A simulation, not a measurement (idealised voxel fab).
process module | voxel self aligned vias
cross-section cut | 265 nm wide | cells 5 nm
A cross-section is a grid of square cells, given in bands from the top down. A band is one or more rows of cells.
Each band's line starts with the height of the band's top and of its bottom, in nm. Then come its materials from left to right, each with its width in nm. One material with "throughout" fills the band from edge to edge. "air" is empty space.
Height 0 is the level under which the wafer as received is all one material. The lowest band goes on downwards, as in "0 down".
A width such as "30 to 40" changes by the same amount from each row of cells to the next, from the band's top row to its bottom row.
"no change" after a step means that no cell of the cross-section changed.
closed voids: empty space of 8 cells or more with no open way to the top, each as width x height at its distance from the left edge, in nm
after a step's settings: what the simulator itself notes on the step
overlay nm, on a step with a mask: how far to the right of its planned place the mask lay; to the left if negative
plan
1 op RECEIVE | material Si
2 op CONFORMAL_DEP | material SiO2 | thk nm 15
3 op CONFORMAL_DEP | material SiCN | thk nm 5
4 op DIRECTIONAL_DEP | material lowk | thk nm 30
5 op PATTERN | tone open | mask id LINES | material resist | width nm 20 | pitch nm 65 | thk nm 20 | overlay nm 0
6 op DIRECTIONAL_ETCH | etch materials lowk | depth nm 30
7 op STRIP | etch materials resist
8 op CONFORMAL_DEP | material TiN | thk nm 5
9 op FILL_DEP | material W | thk nm 5
10 op CMP | height nm 50
11 op SELECTIVE_ETCH | etch materials W Ru TiN | depth nm 5
12 op FILL_DEP | material SiN | thk nm 10
13 op CMP | height nm 50
14 op DIRECTIONAL_DEP | material lowk | thk nm 20
15 op DIRECTIONAL_DEP | material aC | thk nm 10
16 op PATTERN | tone open | mask id VIAS | material resist | width nm 40 | pitch nm 65 | thk nm 30 | overlay nm 0
17 op DIRECTIONAL_ETCH | etch materials aC | depth nm 10
18 op STRIP | etch materials resist
19 op DIRECTIONAL_ETCH | etch materials lowk | depth nm 20
20 op DIRECTIONAL_ETCH | etch materials SiN | depth nm 5
21 op STRIP | etch materials aC
22 op CONFORMAL_DEP | material TiN | thk nm 5
23 op FILL_DEP | material W | thk nm 5
24 op CMP | height nm 70
25 op CONFORMAL_DEP | material SiCN | thk nm 5
as received, after step 1
  0 down: Si throughout
  closed voids: none
first wafer at the end, as planned
  75 to 70: SiCN throughout
  70 to 55: lowk 80 | TiN 5 | W 30 | TiN 5 | lowk 25 | TiN 5 | W 30 | TiN 5 | lowk 80
  55 to 50: lowk 80 | TiN 15 | W 10 | TiN 15 | lowk 25 | TiN 15 | W 10 | TiN 15 | lowk 80
  50 to 45: lowk 90 | TiN 20 | lowk 45 | TiN 20 | lowk 90
  45 to 25: lowk 90 | TiN 5 | W 10 | TiN 5 | lowk 45 | TiN 5 | W 10 | TiN 5 | lowk 90
  25 to 20: lowk 90 | TiN 20 | lowk 45 | TiN 20 | lowk 90
  20 to 15: SiCN throughout
  15 to 0: SiO2 throughout
  0 down: Si throughout
  closed voids: none
second wafer at the end: like start, like plan, one mistake
  75 to 70: SiCN throughout
  70 to 50: lowk 80 | TiN 5 | W 30 | TiN 5 | lowk 25 | TiN 5 | W 30 | TiN 5 | lowk 80
  50 to 45: SiN 80 | TiN 40 | SiN 25 | TiN 40 | SiN 80
  45 to 20: lowk 90 | TiN 5 | W 10 | TiN 5 | lowk 45 | TiN 5 | W 10 | TiN 5 | lowk 90
  20 to 15: lowk 90 | TiN 20 | lowk 45 | TiN 20 | lowk 90
  15 to 0: SiO2 throughout
  0 down: Si throughout
  closed voids: none
what went wrong: step 3 was left out
at the end the second wafer has, in cells: 53 fewer of SiCN | 37 more of SiN | 4 more of TiN | 12 more of W
